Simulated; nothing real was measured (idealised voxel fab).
A process module follows: voxel trench capacitor.
The figure presents cross-section cut, which has a width of 255 nm and is divided into square cells with an edge length of 5 nm.
The cross-sections in this document take the form of a grid made of square cells. They are written out as bands, in order from top to bottom. Each band consists of one or more rows of cells.
A band entry consists of two parts. The first gives the height of the band's top and the height of its bottom, in nm. The rest lists the band's materials from left to right, each with its width in nm. A single material labelled with the word "edge to edge" fills the band from edge to edge, and the word "empty" marks empty space.
It should be noted that heights are counted from 0, beneath which the wafer as supplied is of one material throughout, and that the lowest band possesses no lower boundary but continues downward, as written in "from 0 down".
A width given as "30 to 40" starts at the first number in the band's top row and ends at the second number in its bottom row, shifting by an equal amount at every step from row to row.
Any step labelled "no alterations made" changed none of the cells in the cross-section.
Basically, "Catalogued sealed voids" tells you about the enclosed voids: empty spaces with no open way to the top, 8 cells or bigger, each written width x height at distance, where distance is from the left edge, all in nm.
Whatever follows a step's settings on its line is a remark the simulator itself makes about that step.
overlay nm: mask right of planned place by this much (step with mask). Neg. = left.
-- The following list gives the planned process steps
1) RECEIVE, material Si
2) CONFORMAL_DEP, material SiN, thk nm 5
3) PATTERN, tone open, mask id TRENCH, material resist, width nm 25, pitch nm 50, thk nm 20, overlay nm 0
4) DIRECTIONAL_ETCH, etch materials SiN, depth nm 5
5) DIRECTIONAL_ETCH, etch materials Si, depth nm 30
6) STRIP, etch materials resist
7) CONFORMAL_DEP, material HfO2, thk nm 5
8) CONFORMAL_DEP, material TiN, thk nm 5
9) FILL_DEP, material W, thk nm 10
10) CMP, height nm 5
-- The cross-section here shows the wafer as received, i.e. in its state after step 1
from 0 down  Si edge to edge
Catalogued sealed voids: none
-- The first of two wafers, cross-sectioned at the end of the module, with the run proceeding as planned
from 5 to 0  65 nm SiN  5 nm HfO2  5 nm TiN  5 nm W  5 nm TiN  5 nm HfO2  25 nm SiN  5 nm HfO2  5 nm TiN  5 nm W  5 nm TiN  5 nm HfO2  25 nm SiN  5 nm HfO2  5 nm TiN  5 nm W  5 nm TiN  5 nm HfO2  65 nm SiN
from 0 to -20  65 nm Si  5 nm HfO2  5 nm TiN  5 nm W  5 nm TiN  5 nm HfO2  25 nm Si  5 nm HfO2  5 nm TiN  5 nm W  5 nm TiN  5 nm HfO2  25 nm Si  5 nm HfO2  5 nm TiN  5 nm W  5 nm TiN  5 nm HfO2  65 nm Si
from -20 to -25  65 nm Si  5 nm HfO2  15 nm TiN  5 nm HfO2  25 nm Si  5 nm HfO2  15 nm TiN  5 nm HfO2  25 nm Si  5 nm HfO2  15 nm TiN  5 nm HfO2  65 nm Si
from -25 to -30  65 nm Si  25 nm HfO2  25 nm Si  25 nm HfO2  25 nm Si  25 nm HfO2  65 nm Si
from -30 down  Si edge to edge
Catalogued sealed voids: none
-- Same start, same plan as the first wafer - but one mistake in the run. Cross-section of the second of the two at the end of the module
from 5 to 0  75 nm SiN  5 nm HfO2  5 nm TiN  5 nm W  5 nm TiN  5 nm HfO2  25 nm SiN  5 nm HfO2  5 nm TiN  5 nm W  5 nm TiN  5 nm HfO2  25 nm SiN  5 nm HfO2  5 nm TiN  5 nm W  5 nm TiN  5 nm HfO2  55 nm SiN
from 0 to -20  75 nm Si  5 nm HfO2  5 nm TiN  5 nm W  5 nm TiN  5 nm HfO2  25 nm Si  5 nm HfO2  5 nm TiN  5 nm W  5 nm TiN  5 nm HfO2  25 nm Si  5 nm HfO2  5 nm TiN  5 nm W  5 nm TiN  5 nm HfO2  55 nm Si
from -20 to -25  75 nm Si  5 nm HfO2  15 nm TiN  5 nm HfO2  25 nm Si  5 nm HfO2  15 nm TiN  5 nm HfO2  25 nm Si  5 nm HfO2  15 nm TiN  5 nm HfO2  55 nm Si
from -25 to -30  75 nm Si  25 nm HfO2  25 nm Si  25 nm HfO2  25 nm Si  25 nm HfO2  55 nm Si
from -30 down  Si edge to edge
Catalogued sealed voids: none
What was done differently from what was planned? step 3 was processed under conditions differing from the plan, specifically as PATTERN, tone open, mask id TRENCH, material resist, width nm 25, pitch nm 50, thk nm 20, overlay nm 10
At the close, every material occupies the same number of cells on the second wafer as on the first, only in different positions.
